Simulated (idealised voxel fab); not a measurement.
Process module under the name voxel trench capacitor
Section shown: cut. Width: 255 nm. Cell size: 5 nm, square.
Format of a cross-section: grid, square cells. Given as bands. Order: top down. Band: one or more rows of cells.
In this notation a band is specified by the heights of its top and bottom, in that order and in nm, after which its materials appear from left to right, each paired with its width in nm. The word "all across" attached to a single material means that material fills the band from edge to edge; the word "blank" stands for empty space.
The reference from which all heights are counted is 0, the level beneath which the as-received wafer is entirely one material; the lowest band, having no lower bound, proceeds downward and is written after the example "0..down".
So if you see something like "30 to 40" for the width, read it as the top row of the band sitting at the first number and the bottom row at the second, with every row in between moving by the same amount as the last.
Take "nothing different" at face value: in the step it is given for, the cross-section changed in none of its cells.
The list in "Closed empty spaces" covers empty spaces of 8 cells or more that cannot reach the top through any open way, and it gives each as width x height at distance; the distance is from the left edge, and width, height and distance are in nm.
Formally, on a step line, whatever follows the settings is a remark that the simulator itself makes on the step.
When a step includes a mask, the "overlay nm" setting on its line states how far to the right of its planned place that mask lay, and negative values state how far to the left.
Process steps - plan:
1) RECEIVE | material Si
2) CONFORMAL_DEP | material SiN | thk nm 10
3) DIRECTIONAL_DEP | material aC | thk nm 15
4) PATTERN | tone open | mask id TRENCH | material resist | width nm 20 | pitch nm 45 | thk nm 30 | overlay nm 0
5) DIRECTIONAL_ETCH | etch materials aC | depth nm 15
6) STRIP | etch materials resist
7) DIRECTIONAL_ETCH | etch materials SiN | depth nm 10
8) DIRECTIONAL_ETCH | etch materials Si | depth nm 30
9) STRIP | etch materials aC
10) CONFORMAL_DEP | material SiO2 | thk nm 5
11) FILL_DEP | material polySi | thk nm 10
12) CMP | height nm 10
First out of two wafers; run went to plan:
This is the cross-section of the wafer as we received it, i.e. after step 1:
* 0..down = Si all across
* Closed empty spaces: none
Wafer section view after processing step 2:
* 10..0 = SiN all across
* Below a height of 0, the structure has not been altered.
Wafer section view after processing step 3:
* 25..10 = aC all across
* Below a height of 10, the structure has not been altered.
Wafer section view after processing step 4:
* 55..25 = resist 50 nm  blank 20 nm  resist 25 nm  blank 20 nm  resist 25 nm  blank 20 nm  resist 25 nm  blank 20 nm  resist 50 nm
* Below a height of 25, the structure has not been altered.
Wafer section view after processing step 5:
* 40..25 = resist 50 nm  blank 20 nm  resist 25 nm  blank 20 nm  resist 25 nm  blank 20 nm  resist 25 nm  blank 20 nm  resist 50 nm
* 25..10 = aC 50 nm  blank 20 nm  aC 25 nm  blank 20 nm  aC 25 nm  blank 20 nm  aC 25 nm  blank 20 nm  aC 50 nm
* Below a height of 10, the structure has not been altered.
Wafer section view after processing step 6:
* 25..10 = aC 50 nm  blank 20 nm  aC 25 nm  blank 20 nm  aC 25 nm  blank 20 nm  aC 25 nm  blank 20 nm  aC 50 nm
* Below a height of 10, the structure has not been altered.
Wafer section view after processing step 7:
* 25..10 = aC 50 nm  blank 20 nm  aC 25 nm  blank 20 nm  aC 25 nm  blank 20 nm  aC 25 nm  blank 20 nm  aC 50 nm
* 10..0 = SiN 50 nm  blank 20 nm  SiN 25 nm  blank 20 nm  SiN 25 nm  blank 20 nm  SiN 25 nm  blank 20 nm  SiN 50 nm
* Below a height of 0, the structure has not been altered.
Wafer section view after processing step 8:
* 25..10 = aC 50 nm  blank 20 nm  aC 25 nm  blank 20 nm  aC 25 nm  blank 20 nm  aC 25 nm  blank 20 nm  aC 50 nm
* 10..0 = SiN 50 nm  blank 20 nm  SiN 25 nm  blank 20 nm  SiN 25 nm  blank 20 nm  SiN 25 nm  blank 20 nm  SiN 50 nm
* 0..-30 = Si 50 nm  blank 20 nm  Si 25 nm  blank 20 nm  Si 25 nm  blank 20 nm  Si 25 nm  blank 20 nm  Si 50 nm
* Below a height of -30, the structure has not been altered.
Wafer section view after processing step 9:
* 10..0 = SiN 50 nm  blank 20 nm  SiN 25 nm  blank 20 nm  SiN 25 nm  blank 20 nm  SiN 25 nm  blank 20 nm  SiN 50 nm
* Below a height of 0, the structure has not been altered.
Wafer section view after processing step 10:
* 15..10 = SiO2 55 nm  blank 10 nm  SiO2 35 nm  blank 10 nm  SiO2 35 nm  blank 10 nm  SiO2 35 nm  blank 10 nm  SiO2 55 nm
* 10..0 = SiN 50 nm  SiO2 5 nm  blank 10 nm  SiO2 5 nm  SiN 25 nm  SiO2 5 nm  blank 10 nm  SiO2 5 nm  SiN 25 nm  SiO2 5 nm  blank 10 nm  SiO2 5 nm  SiN 25 nm  SiO2 5 nm  blank 10 nm  SiO2 5 nm  SiN 50 nm
* 0..-25 = Si 50 nm  SiO2 5 nm  blank 10 nm  SiO2 5 nm  Si 25 nm  SiO2 5 nm  blank 10 nm  SiO2 5 nm  Si 25 nm  SiO2 5 nm  blank 10 nm  SiO2 5 nm  Si 25 nm  SiO2 5 nm  blank 10 nm  SiO2 5 nm  Si 50 nm
* -25..-30 = Si 50 nm  SiO2 20 nm  Si 25 nm  SiO2 20 nm  Si 25 nm  SiO2 20 nm  Si 25 nm  SiO2 20 nm  Si 50 nm
* Below a height of -30, the structure has not been altered.
Wafer section view after processing step 11:
* 25..15 = polySi all across
* 15..10 = SiO2 55 nm  polySi 10 nm  SiO2 35 nm  polySi 10 nm  SiO2 35 nm  polySi 10 nm  SiO2 35 nm  polySi 10 nm  SiO2 55 nm
* 10..0 = SiN 50 nm  SiO2 5 nm  polySi 10 nm  SiO2 5 nm  SiN 25 nm  SiO2 5 nm  polySi 10 nm  SiO2 5 nm  SiN 25 nm  SiO2 5 nm  polySi 10 nm  SiO2 5 nm  SiN 25 nm  SiO2 5 nm  polySi 10 nm  SiO2 5 nm  SiN 50 nm
* 0..-25 = Si 50 nm  SiO2 5 nm  polySi 10 nm  SiO2 5 nm  Si 25 nm  SiO2 5 nm  polySi 10 nm  SiO2 5 nm  Si 25 nm  SiO2 5 nm  polySi 10 nm  SiO2 5 nm  Si 25 nm  SiO2 5 nm  polySi 10 nm  SiO2 5 nm  Si 50 nm
* Below a height of -25, the structure has not been altered.
Wafer section view after processing step 12:
* 10..0 = SiN 50 nm  SiO2 5 nm  polySi 10 nm  SiO2 5 nm  SiN 25 nm  SiO2 5 nm  polySi 10 nm  SiO2 5 nm  SiN 25 nm  SiO2 5 nm  polySi 10 nm  SiO2 5 nm  SiN 25 nm  SiO2 5 nm  polySi 10 nm  SiO2 5 nm  SiN 50 nm
* Below a height of 0, the structure has not been altered.
Second wafer. Start and plan as for the first. One mistake made in running. Agrees with the first up to and including step 7:
Second wafer, section view, time point: scheduled end of step 8:
* 25..10 = aC 50 nm  blank 20 nm  aC 25 nm  blank 20 nm  aC 25 nm  blank 20 nm  aC 25 nm  blank 20 nm  aC 50 nm
* 10..0 = SiN 50 nm  blank 20 nm  SiN 25 nm  blank 20 nm  SiN 25 nm  blank 20 nm  SiN 25 nm  blank 20 nm  SiN 50 nm
* 0..-60 = Si 50 nm  blank 20 nm  Si 25 nm  blank 20 nm  Si 25 nm  blank 20 nm  Si 25 nm  blank 20 nm  Si 50 nm
* Below a height of -60, the structure has not been altered.
Second wafer, section view, time point: scheduled end of step 9:
* 10..0 = SiN 50 nm  blank 20 nm  SiN 25 nm  blank 20 nm  SiN 25 nm  blank 20 nm  SiN 25 nm  blank 20 nm  SiN 50 nm
* Below a height of 0, the structure has not been altered.
Second wafer, section view, time point: scheduled end of step 10:
* 15..10 = SiO2 55 nm  blank 10 nm  SiO2 35 nm  blank 10 nm  SiO2 35 nm  blank 10 nm  SiO2 35 nm  blank 10 nm  SiO2 55 nm
* 10..0 = SiN 50 nm  SiO2 5 nm  blank 10 nm  SiO2 5 nm  SiN 25 nm  SiO2 5 nm  blank 10 nm  SiO2 5 nm  SiN 25 nm  SiO2 5 nm  blank 10 nm  SiO2 5 nm  SiN 25 nm  SiO2 5 nm  blank 10 nm  SiO2 5 nm  SiN 50 nm
* 0..-55 = Si 50 nm  SiO2 5 nm  blank 10 nm  SiO2 5 nm  Si 25 nm  SiO2 5 nm  blank 10 nm  SiO2 5 nm  Si 25 nm  SiO2 5 nm  blank 10 nm  SiO2 5 nm  Si 25 nm  SiO2 5 nm  blank 10 nm  SiO2 5 nm  Si 50 nm
* -55..-60 = Si 50 nm  SiO2 20 nm  Si 25 nm  SiO2 20 nm  Si 25 nm  SiO2 20 nm  Si 25 nm  SiO2 20 nm  Si 50 nm
* Below a height of -60, the structure has not been altered.
Second wafer, section view, time point: scheduled end of step 11:
* 25..15 = polySi all across
* 15..10 = SiO2 55 nm  polySi 10 nm  SiO2 35 nm  polySi 10 nm  SiO2 35 nm  polySi 10 nm  SiO2 35 nm  polySi 10 nm  SiO2 55 nm
* 10..0 = SiN 50 nm  SiO2 5 nm  polySi 10 nm  SiO2 5 nm  SiN 25 nm  SiO2 5 nm  polySi 10 nm  SiO2 5 nm  SiN 25 nm  SiO2 5 nm  polySi 10 nm  SiO2 5 nm  SiN 25 nm  SiO2 5 nm  polySi 10 nm  SiO2 5 nm  SiN 50 nm
* 0..-55 = Si 50 nm  SiO2 5 nm  polySi 10 nm  SiO2 5 nm  Si 25 nm  SiO2 5 nm  polySi 10 nm  SiO2 5 nm  Si 25 nm  SiO2 5 nm  polySi 10 nm  SiO2 5 nm  Si 25 nm  SiO2 5 nm  polySi 10 nm  SiO2 5 nm  Si 50 nm
* Below a height of -55, the structure has not been altered.
Second wafer, section view, time point: scheduled end of step 12:
* 10..0 = SiN 50 nm  SiO2 5 nm  polySi 10 nm  SiO2 5 nm  SiN 25 nm  SiO2 5 nm  polySi 10 nm  SiO2 5 nm  SiN 25 nm  SiO2 5 nm  polySi 10 nm  SiO2 5 nm  SiN 25 nm  SiO2 5 nm  polySi 10 nm  SiO2 5 nm  SiN 50 nm
* Below a height of 0, the structure has not been altered.
In executing the process, a mistake was made relative to the plan: step 8 of the plan was performed twice
Upon completion, the second wafer contains, in terms of cells, a greater or smaller amount of certain materials than the first wafer: -96 Si; +48 SiO2; +48 polySi
